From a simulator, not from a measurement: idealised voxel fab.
process module | voxel transistor to metal
cross-section cut | 215 nm wide | cells 5 nm
A cross-section is a grid of square cells, given in bands from the top down. A band is one or more rows of cells.
Each band's line starts with the height of the band's top and of its bottom, in nm. Then come its materials from left to right, each with its width in nm. One material with "throughout" fills the band from edge to edge. "air" is empty space.
Height 0 is the level under which the wafer as received is all one material. The lowest band goes on downwards, as in "0 down".
A width such as "30 to 40" changes by the same amount from each row of cells to the next, from the band's top row to its bottom row.
"no change" after a step means that no cell of the cross-section changed.
closed voids: empty space of 8 cells or more with no open way to the top, each as width x height at its distance from the left edge, in nm
after a step's settings: what the simulator itself notes on the step
overlay nm, on a step with a mask: how far to the right of its planned place the mask lay; to the left if negative
plan
1 op RECEIVE | material Si
2 op CONFORMAL_DEP | material SiO2 | thk nm 5
3 op CONFORMAL_DEP | material SiN | thk nm 15
4 op MASKED_ETCH | tone cover | mask id ACTIVE | width nm 110 | etch materials SiN | depth nm 15 | overlay nm 0
5 op MASKED_ETCH | tone cover | mask id ACTIVE | width nm 110 | etch materials SiO2 | depth nm 5 | overlay nm 0
6 op MASKED_ETCH | tone cover | mask id ACTIVE | width nm 110 | etch materials Si | depth nm 25 | overlay nm 0
7 op OXIDIZE | depth nm 5
8 op FILL_DEP | material SiO2 | thk nm 15
9 op CMP | height nm 20
10 op SELECTIVE_ETCH | etch materials SiO2 | depth nm 15
11 op STRIP | etch materials SiN
12 op SELECTIVE_ETCH | etch materials SiO2 | depth nm 5
13 op OXIDIZE | depth nm 5
14 op DIRECTIONAL_DEP | material polySi | thk nm 30
15 op DIRECTIONAL_DEP | material SiCN | thk nm 15
16 op DIRECTIONAL_DEP | material aC | thk nm 15
17 op PATTERN | tone cover | mask id GATE | material resist | width nm 30 | thk nm 30 | overlay nm 0
18 op DIRECTIONAL_ETCH | etch materials aC | depth nm 15
19 op STRIP | etch materials resist
20 op DIRECTIONAL_ETCH | etch materials SiCN | depth nm 25
21 op DIRECTIONAL_ETCH | etch materials polySi | depth nm 40
22 op STRIP | etch materials aC
23 op CONFORMAL_DEP | material SiO2 | thk nm 5
24 op DIRECTIONAL_ETCH | etch materials SiO2 | depth nm 5
25 op CONFORMAL_DEP | material SiN | thk nm 5
26 op DIRECTIONAL_ETCH | etch materials SiN | depth nm 5
27 op DIRECTIONAL_ETCH | etch materials SiO2 | depth nm 5
28 op DIRECTIONAL_ETCH | etch materials Si | depth nm 5
29 op EPI | material pSi | thk nm 5
30 op FILL_DEP | material SiO2 | thk nm 5
31 op CMP | height nm 30
32 op STRIP | etch materials polySi
33 op SELECTIVE_ETCH | etch materials SiO2 | depth nm 5
34 op CONFORMAL_DEP | material HfO2 | thk nm 5
35 op CONFORMAL_DEP | material TiN | thk nm 5
36 op FILL_DEP | material W | thk nm 5
37 op CMP | height nm 25
38 op DIRECTIONAL_DEP | material SiO2 | thk nm 15
39 op DIRECTIONAL_DEP | material aC | thk nm 15
40 op PATTERN | tone open | mask id CONTACT | material resist | width nm 20 | pitch nm 80 | thk nm 30 | overlay nm 0
41 op DIRECTIONAL_ETCH | etch materials aC | depth nm 15
42 op STRIP | etch materials resist
43 op DIRECTIONAL_ETCH | etch materials SiO2 | depth nm 45
44 op STRIP | etch materials aC
45 op CONFORMAL_DEP | material TiN | thk nm 5
46 op FILL_DEP | material W | thk nm 10
47 op CMP | height nm 40
48 op DIRECTIONAL_DEP | material TiN | thk nm 5
49 op DIRECTIONAL_DEP | material Ru | thk nm 20
50 op DIRECTIONAL_DEP | material aC | thk nm 10
51 op PATTERN | tone cover | mask id METAL_1 | material resist | width nm 20 | pitch nm 80 | thk nm 25 | overlay nm 0
52 op DIRECTIONAL_ETCH | etch materials aC | depth nm 10
53 op STRIP | etch materials resist
54 op DIRECTIONAL_ETCH | etch materials Ru | depth nm 20
55 op DIRECTIONAL_ETCH | etch materials TiN | depth nm 5
56 op STRIP | etch materials aC
57 op CONFORMAL_DEP | material SiCN | thk nm 5
58 op FILL_DEP | material SiO2 | thk nm 10
59 op CMP | height nm 65
60 op CONFORMAL_DEP | material SiCN | thk nm 5
first wafer, as planned
as received, after step 1
  0 down: Si throughout
  closed voids: none
after step 2
  5 to 0: SiO2 throughout
  below 0: unchanged
after step 3
  20 to 5: SiN throughout
  below 5: unchanged
after step 4
  20 to 5: air 50 | SiN 110 | air 55
  below 5: unchanged
after step 5
  20 to 5: air 50 | SiN 110 | air 55
  5 to 0: air 50 | SiO2 110 | air 55
  below 0: unchanged
after step 6
  20 to 5: air 50 | SiN 110 | air 55
  5 to 0: air 50 | SiO2 110 | air 55
  0 to -25: air 50 | Si 110 | air 55
  below -25: unchanged
after step 7
  20 to 5: air 50 | SiN 110 | air 55
  5 to 0: air 50 | SiO2 110 | air 55
  0 to -25: air 50 | SiO2 5 | Si 100 | SiO2 5 | air 55
  -25 to -30: SiO2 55 | Si 100 | SiO2 60
  below -30: unchanged
after step 8
  35 to 20: SiO2 throughout
  20 to 5: SiO2 50 | SiN 110 | SiO2 55
  5 to 0: SiO2 throughout
  0 to -30: SiO2 55 | Si 100 | SiO2 60
  below -30: unchanged
after step 9
  20 to 5: SiO2 50 | SiN 110 | SiO2 55
  below 5: unchanged
after step 10
  20 to 5: air 50 | SiN 110 | air 55
  below 5: unchanged
after step 11
  5 to 0: SiO2 throughout
  below 0: unchanged
after step 12
  0 to -30: SiO2 55 | Si 100 | SiO2 60
  below -30: unchanged
after step 13
  0 to -5: SiO2 throughout
  below -5: unchanged
after step 14
  30 to 0: polySi throughout
  below 0: unchanged
after step 15
  45 to 30: SiCN throughout
  below 30: unchanged
after step 16
  60 to 45: aC throughout
  below 45: unchanged
after step 17
  90 to 60: air 90 | resist 30 | air 95
  below 60: unchanged
after step 18
  75 to 60: air 90 | resist 30 | air 95
  60 to 45: air 90 | aC 30 | air 95
  below 45: unchanged
after step 19
  60 to 45: air 90 | aC 30 | air 95
  below 45: unchanged
after step 20
  60 to 45: air 90 | aC 30 | air 95
  45 to 30: air 90 | SiCN 30 | air 95
  below 30: unchanged
after step 21
  60 to 45: air 90 | aC 30 | air 95
  45 to 30: air 90 | SiCN 30 | air 95
  30 to 0: air 90 | polySi 30 | air 95
  below 0: unchanged
after step 22
  45 to 30: air 90 | SiCN 30 | air 95
  below 30: unchanged
after step 23
  50 to 45: air 85 | SiO2 40 | air 90
  45 to 30: air 85 | SiO2 5 | SiCN 30 | SiO2 5 | air 90
  30 to 5: air 85 | SiO2 5 | polySi 30 | SiO2 5 | air 90
  5 to 0: SiO2 90 | polySi 30 | SiO2 95
  below 0: unchanged
after step 24
  45 to 30: air 85 | SiO2 5 | SiCN 30 | SiO2 5 | air 90
  30 to 0: air 85 | SiO2 5 | polySi 30 | SiO2 5 | air 90
  below 0: unchanged
after step 25
  50 to 45: air 80 | SiN 50 | air 85
  45 to 30: air 80 | SiN 5 | SiO2 5 | SiCN 30 | SiO2 5 | SiN 5 | air 85
  30 to 5: air 80 | SiN 5 | SiO2 5 | polySi 30 | SiO2 5 | SiN 5 | air 85
  5 to 0: SiN 85 | SiO2 5 | polySi 30 | SiO2 5 | SiN 90
  below 0: unchanged
after step 26
  45 to 30: air 80 | SiN 5 | SiO2 5 | SiCN 30 | SiO2 5 | SiN 5 | air 85
  30 to 0: air 80 | SiN 5 | SiO2 5 | polySi 30 | SiO2 5 | SiN 5 | air 85
  below 0: unchanged
after step 27
  45 to 40: air 80 | SiN 5 | air 5 | SiCN 30 | air 5 | SiN 5 | air 85
  40 to 30: air 80 | SiN 5 | SiO2 5 | SiCN 30 | SiO2 5 | SiN 5 | air 85
  30 to 0: air 80 | SiN 5 | SiO2 5 | polySi 30 | SiO2 5 | SiN 5 | air 85
  0 to -5: air 80 | SiO2 50 | air 85
  below -5: unchanged
after step 28
  45 to 40: air 80 | SiN 5 | air 5 | SiCN 30 | air 5 | SiN 5 | air 85
  40 to 30: air 80 | SiN 5 | SiO2 5 | SiCN 30 | SiO2 5 | SiN 5 | air 85
  30 to 0: air 80 | SiN 5 | SiO2 5 | polySi 30 | SiO2 5 | SiN 5 | air 85
  0 to -5: air 80 | SiO2 50 | air 85
  -5 to -10: SiO2 55 | air 25 | Si 50 | air 25 | SiO2 60
  below -10: unchanged
after step 29
  45 to 40: air 80 | SiN 5 | air 5 | SiCN 30 | air 5 | SiN 5 | air 85
  40 to 30: air 80 | SiN 5 | SiO2 5 | SiCN 30 | SiO2 5 | SiN 5 | air 85
  30 to 0: air 80 | SiN 5 | SiO2 5 | polySi 30 | SiO2 5 | SiN 5 | air 85
  0 to -5: air 75 | pSi 5 | SiO2 50 | pSi 5 | air 80
  -5 to -10: SiO2 55 | pSi 25 | Si 50 | pSi 25 | SiO2 60
  below -10: unchanged
after step 30
  50 to 45: SiO2 throughout
  45 to 30: SiO2 80 | SiN 5 | SiO2 5 | SiCN 30 | SiO2 5 | SiN 5 | SiO2 85
  30 to 0: SiO2 80 | SiN 5 | SiO2 5 | polySi 30 | SiO2 5 | SiN 5 | SiO2 85
  0 to -5: SiO2 75 | pSi 5 | SiO2 50 | pSi 5 | SiO2 80
  below -5: unchanged
after step 31
  30 to 0: SiO2 80 | SiN 5 | SiO2 5 | polySi 30 | SiO2 5 | SiN 5 | SiO2 85
  below 0: unchanged
after step 32
  30 to 0: SiO2 80 | SiN 5 | SiO2 5 | air 30 | SiO2 5 | SiN 5 | SiO2 85
  below 0: unchanged
after step 33
  30 to 25: air 80 | SiN 5 | air 40 | SiN 5 | air 85
  25 to 0: SiO2 80 | SiN 5 | air 40 | SiN 5 | SiO2 85
  0 to -5: SiO2 75 | pSi 5 | SiO2 5 | air 40 | SiO2 5 | pSi 5 | SiO2 80
  below -5: unchanged
after step 34
  35 to 30: air 75 | HfO2 15 | air 30 | HfO2 15 | air 80
  30 to 25: HfO2 80 | SiN 5 | HfO2 5 | air 30 | HfO2 5 | SiN 5 | HfO2 85
  25 to 0: SiO2 80 | SiN 5 | HfO2 5 | air 30 | HfO2 5 | SiN 5 | SiO2 85
  0 to -5: SiO2 75 | pSi 5 | SiO2 5 | HfO2 40 | SiO2 5 | pSi 5 | SiO2 80
  below -5: unchanged
after step 35
  40 to 35: air 70 | TiN 25 | air 20 | TiN 25 | air 75
  35 to 30: TiN 75 | HfO2 15 | TiN 5 | air 20 | TiN 5 | HfO2 15 | TiN 80
  30 to 25: HfO2 80 | SiN 5 | HfO2 5 | TiN 5 | air 20 | TiN 5 | HfO2 5 | SiN 5 | HfO2 85
  25 to 5: SiO2 80 | SiN 5 | HfO2 5 | TiN 5 | air 20 | TiN 5 | HfO2 5 | SiN 5 | SiO2 85
  5 to 0: SiO2 80 | SiN 5 | HfO2 5 | TiN 30 | HfO2 5 | SiN 5 | SiO2 85
  below 0: unchanged
after step 36
  45 to 40: W throughout
  40 to 35: W 70 | TiN 25 | W 20 | TiN 25 | W 75
  35 to 30: TiN 75 | HfO2 15 | TiN 5 | W 20 | TiN 5 | HfO2 15 | TiN 80
  30 to 25: HfO2 80 | SiN 5 | HfO2 5 | TiN 5 | W 20 | TiN 5 | HfO2 5 | SiN 5 | HfO2 85
  25 to 5: SiO2 80 | SiN 5 | HfO2 5 | TiN 5 | W 20 | TiN 5 | HfO2 5 | SiN 5 | SiO2 85
  below 5: unchanged
after step 37
  25 to 5: SiO2 80 | SiN 5 | HfO2 5 | TiN 5 | W 20 | TiN 5 | HfO2 5 | SiN 5 | SiO2 85
  below 5: unchanged
after step 38
  40 to 25: SiO2 throughout
  below 25: unchanged
after step 39
  55 to 40: aC throughout
  below 40: unchanged
after step 40
  85 to 55: resist 55 | air 20 | resist 60 | air 20 | resist 60
  below 55: unchanged
after step 41
  70 to 55: resist 55 | air 20 | resist 60 | air 20 | resist 60
  55 to 40: aC 55 | air 20 | aC 60 | air 20 | aC 60
  below 40: unchanged
after step 42
  55 to 40: aC 55 | air 20 | aC 60 | air 20 | aC 60
  below 40: unchanged
after step 43
  55 to 40: aC 55 | air 20 | aC 60 | air 20 | aC 60
  40 to 25: SiO2 55 | air 20 | SiO2 60 | air 20 | SiO2 60
  25 to 5: SiO2 55 | air 20 | SiO2 5 | SiN 5 | HfO2 5 | TiN 5 | W 20 | TiN 5 | HfO2 5 | SiN 5 | SiO2 5 | air 20 | SiO2 60
  5 to 0: SiO2 55 | air 20 | SiO2 5 | SiN 5 | HfO2 5 | TiN 30 | HfO2 5 | SiN 5 | SiO2 5 | air 20 | SiO2 60
  0 to -5: SiO2 55 | air 20 | pSi 5 | SiO2 5 | HfO2 40 | SiO2 5 | pSi 5 | air 20 | SiO2 60
  below -5: unchanged
after step 44
  40 to 25: SiO2 55 | air 20 | SiO2 60 | air 20 | SiO2 60
  below 25: unchanged
after step 45
  45 to 40: TiN 60 | air 10 | TiN 70 | air 10 | TiN 65
  40 to 25: SiO2 55 | TiN 5 | air 10 | TiN 5 | SiO2 60 | TiN 5 | air 10 | TiN 5 | SiO2 60
  25 to 5: SiO2 55 | TiN 5 | air 10 | TiN 5 | SiO2 5 | SiN 5 | HfO2 5 | TiN 5 | W 20 | TiN 5 | HfO2 5 | SiN 5 | SiO2 5 | TiN 5 | air 10 | TiN 5 | SiO2 60
  5 to 0: SiO2 55 | TiN 5 | air 10 | TiN 5 | SiO2 5 | SiN 5 | HfO2 5 | TiN 30 | HfO2 5 | SiN 5 | SiO2 5 | TiN 5 | air 10 | TiN 5 | SiO2 60
  0 to -5: SiO2 55 | TiN 20 | pSi 5 | SiO2 5 | HfO2 40 | SiO2 5 | pSi 5 | TiN 20 | SiO2 60
  below -5: unchanged
after step 46
  55 to 45: W throughout
  45 to 40: TiN 60 | W 10 | TiN 70 | W 10 | TiN 65
  40 to 25: SiO2 55 | TiN 5 | W 10 | TiN 5 | SiO2 60 | TiN 5 | W 10 | TiN 5 | SiO2 60
  25 to 5: SiO2 55 | TiN 5 | W 10 | TiN 5 | SiO2 5 | SiN 5 | HfO2 5 | TiN 5 | W 20 | TiN 5 | HfO2 5 | SiN 5 | SiO2 5 | TiN 5 | W 10 | TiN 5 | SiO2 60
  5 to 0: SiO2 55 | TiN 5 | W 10 | TiN 5 | SiO2 5 | SiN 5 | HfO2 5 | TiN 30 | HfO2 5 | SiN 5 | SiO2 5 | TiN 5 | W 10 | TiN 5 | SiO2 60
  below 0: unchanged
after step 47
  40 to 25: SiO2 55 | TiN 5 | W 10 | TiN 5 | SiO2 60 | TiN 5 | W 10 | TiN 5 | SiO2 60
  below 25: unchanged
after step 48
  45 to 40: TiN throughout
  below 40: unchanged
after step 49
  65 to 45: Ru throughout
  below 45: unchanged
after step 50
  75 to 65: aC throughout
  below 65: unchanged
after step 51
  100 to 75: air 55 | resist 20 | air 60 | resist 20 | air 60
  below 75: unchanged
after step 52
  90 to 75: air 55 | resist 20 | air 60 | resist 20 | air 60
  75 to 65: air 55 | aC 20 | air 60 | aC 20 | air 60
  below 65: unchanged
after step 53
  75 to 65: air 55 | aC 20 | air 60 | aC 20 | air 60
  below 65: unchanged
after step 54
  75 to 65: air 55 | aC 20 | air 60 | aC 20 | air 60
  65 to 45: air 55 | Ru 20 | air 60 | Ru 20 | air 60
  below 45: unchanged
after step 55
  75 to 65: air 55 | aC 20 | air 60 | aC 20 | air 60
  65 to 45: air 55 | Ru 20 | air 60 | Ru 20 | air 60
  45 to 40: air 55 | TiN 20 | air 60 | TiN 20 | air 60
  below 40: unchanged
after step 56
  65 to 45: air 55 | Ru 20 | air 60 | Ru 20 | air 60
  below 45: unchanged
after step 57
  70 to 65: air 50 | SiCN 30 | air 50 | SiCN 30 | air 55
  65 to 45: air 50 | SiCN 5 | Ru 20 | SiCN 5 | air 50 | SiCN 5 | Ru 20 | SiCN 5 | air 55
  45 to 40: SiCN 55 | TiN 20 | SiCN 60 | TiN 20 | SiCN 60
  below 40: unchanged
after step 58
  80 to 70: SiO2 throughout
  70 to 65: SiO2 50 | SiCN 30 | SiO2 50 | SiCN 30 | SiO2 55
  65 to 45: SiO2 50 | SiCN 5 | Ru 20 | SiCN 5 | SiO2 50 | SiCN 5 | Ru 20 | SiCN 5 | SiO2 55
  below 45: unchanged
after step 59
  65 to 45: SiO2 50 | SiCN 5 | Ru 20 | SiCN 5 | SiO2 50 | SiCN 5 | Ru 20 | SiCN 5 | SiO2 55
  below 45: unchanged
after step 60
  70 to 65: SiCN throughout
  below 65: unchanged
second wafer: like start, like plan, one mistake. Through step 50 it matches the first wafer
when step 51 should have ended
  100 to 75: air 50 | resist 20 | air 60 | resist 20 | air 65
  below 75: unchanged
when step 52 should have ended
  90 to 75: air 50 | resist 20 | air 60 | resist 20 | air 65
  75 to 65: air 50 | aC 20 | air 60 | aC 20 | air 65
  below 65: unchanged
when step 53 should have ended
  75 to 65: air 50 | aC 20 | air 60 | aC 20 | air 65
  below 65: unchanged
when step 54 should have ended
  75 to 65: air 50 | aC 20 | air 60 | aC 20 | air 65
  65 to 45: air 50 | Ru 20 | air 60 | Ru 20 | air 65
  below 45: unchanged
when step 55 should have ended
  75 to 65: air 50 | aC 20 | air 60 | aC 20 | air 65
  65 to 45: air 50 | Ru 20 | air 60 | Ru 20 | air 65
  45 to 40: air 50 | TiN 20 | air 60 | TiN 20 | air 65
  below 40: unchanged
when step 56 should have ended
  65 to 45: air 50 | Ru 20 | air 60 | Ru 20 | air 65
  below 45: unchanged
when step 57 should have ended
  70 to 65: air 45 | SiCN 30 | air 50 | SiCN 30 | air 60
  65 to 45: air 45 | SiCN 5 | Ru 20 | SiCN 5 | air 50 | SiCN 5 | Ru 20 | SiCN 5 | air 60
  45 to 40: SiCN 50 | TiN 20 | SiCN 60 | TiN 20 | SiCN 65
  below 40: unchanged
when step 58 should have ended
  80 to 70: SiO2 throughout
  70 to 65: SiO2 45 | SiCN 30 | SiO2 50 | SiCN 30 | SiO2 60
  65 to 45: SiO2 45 | SiCN 5 | Ru 20 | SiCN 5 | SiO2 50 | SiCN 5 | Ru 20 | SiCN 5 | SiO2 60
  below 45: unchanged
when step 59 should have ended
  65 to 45: SiO2 45 | SiCN 5 | Ru 20 | SiCN 5 | SiO2 50 | SiCN 5 | Ru 20 | SiCN 5 | SiO2 60
  below 45: unchanged
when step 60 should have ended
  70 to 65: SiCN throughout
  below 65: unchanged
what went wrong: step 51 ran as: op PATTERN | tone cover | mask id METAL_1 | material resist | width nm 20 | pitch nm 80 | thk nm 25 | overlay nm -5
at the end the second wafer has, in cells: as many of each material as the first, in other places
